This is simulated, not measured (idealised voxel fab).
The process module presented herein is designated voxel self aligned contacts.
The cross-section shown here is cut; it is 195 nm wide and divided into square cells measuring 5 nm on a side.
How to read a cross-section here: the picture is a grid of square cells, written as bands going from the top down, and any band can span one or more rows of cells.
Quick guide to a band line: top height, bottom height (nm) up front; then every material left to right with its width in nm. Only one material and it's marked "full width"? Then it fills the band edge to edge. And "blank" just means empty space.
We count height from 0. Below that, the starting wafer is all one material. The lowest band never ends at the bottom but goes on down; see "0..down" for how that is written.
Graded width ("30->40"): value in top row of band = first number; value in bottom row = second number; row-to-row change constant.
Basically "remains unaltered" means that step didn't change any cell in the cross-section.
Empty spaces without an open route to the top, at least 8 cells in extent, make up the entry "Closed cavities"; each is given as width x height at distance, where the distance is measured from the left edge, and all are in nm.
after a step's settings: what the simulator itself notes on the step
What "overlay nm" on a step's line means: if the step has a mask, that mask lay this far to the right of its planned place, or, when the value is negative, to the left.

Steps planned for the process:
- 1: RECEIVE (material Si)
- 2: CONFORMAL_DEP (material SiO2; thk nm 5)
- 3: DIRECTIONAL_DEP (material polySi; thk nm 30)
- 4: DIRECTIONAL_DEP (material SiN; thk nm 15)
- 5: PATTERN (tone cover; mask id GATE; material resist; width nm 30; pitch nm 65; thk nm 15; overlay nm 0)
- 6: DIRECTIONAL_ETCH (etch materials SiN; depth nm 15)
- 7: DIRECTIONAL_ETCH (etch materials polySi; depth nm 30)
- 8: STRIP (etch materials resist)
- 9: CONFORMAL_DEP (material SiN; thk nm 5)
- 10: DIRECTIONAL_ETCH (etch materials SiN; depth nm 5)
- 11: FILL_DEP (material SiO2; thk nm 15)
- 12: CMP (height nm 60)
- 13: MASKED_ETCH (tone open; mask id CONTACT; width nm 45; pitch nm 65; etch materials SiO2; depth nm 60; overlay nm 0)
- 14: CONFORMAL_DEP (material TiN; thk nm 5)
- 15: FILL_DEP (material Ru; thk nm 5)
- 16: CMP (height nm 60)
- 17: CONFORMAL_DEP (material SiCN; thk nm 5)

Here's what the wafer looked like in cross-section when it arrived - that's after step 1:
* 0..down: Si full width
* Closed cavities: none

Module complete, cross-section. Starting point and plan per above. One mistake made in running the module:
* 65..60: SiCN full width
* 60..50: 40 of SiO2 / 5 of TiN / 35 of Ru / 5 of TiN / 20 of SiO2 / 5 of TiN / 35 of Ru / 5 of TiN / 45 of SiO2
* 50..45: 40 of SiO2 / 15 of TiN / 15 of Ru / 15 of TiN / 20 of SiO2 / 15 of TiN / 15 of Ru / 15 of TiN / 45 of SiO2
* 45..30: 10 of SiO2 / 40 of SiN / 5 of TiN / 15 of Ru / 5 of TiN / 40 of SiN / 5 of TiN / 15 of Ru / 5 of TiN / 40 of SiN / 15 of SiO2
* 30..5: 10 of SiO2 / 5 of SiN / 30 of polySi / 5 of SiN / 5 of TiN / 15 of Ru / 5 of TiN / 5 of SiN / 30 of polySi / 5 of SiN / 5 of TiN / 15 of Ru / 5 of TiN / 5 of SiN / 30 of polySi / 5 of SiN / 15 of SiO2
* 5..0: 10 of SiO2 / 5 of SiN / 30 of polySi / 5 of SiN / 25 of TiN / 5 of SiN / 30 of polySi / 5 of SiN / 25 of TiN / 5 of SiN / 30 of polySi / 5 of SiN / 15 of SiO2
* 0..down: Si full width
* Closed cavities: none
Misprocessing identified: skipped: plan step 2 (never run)
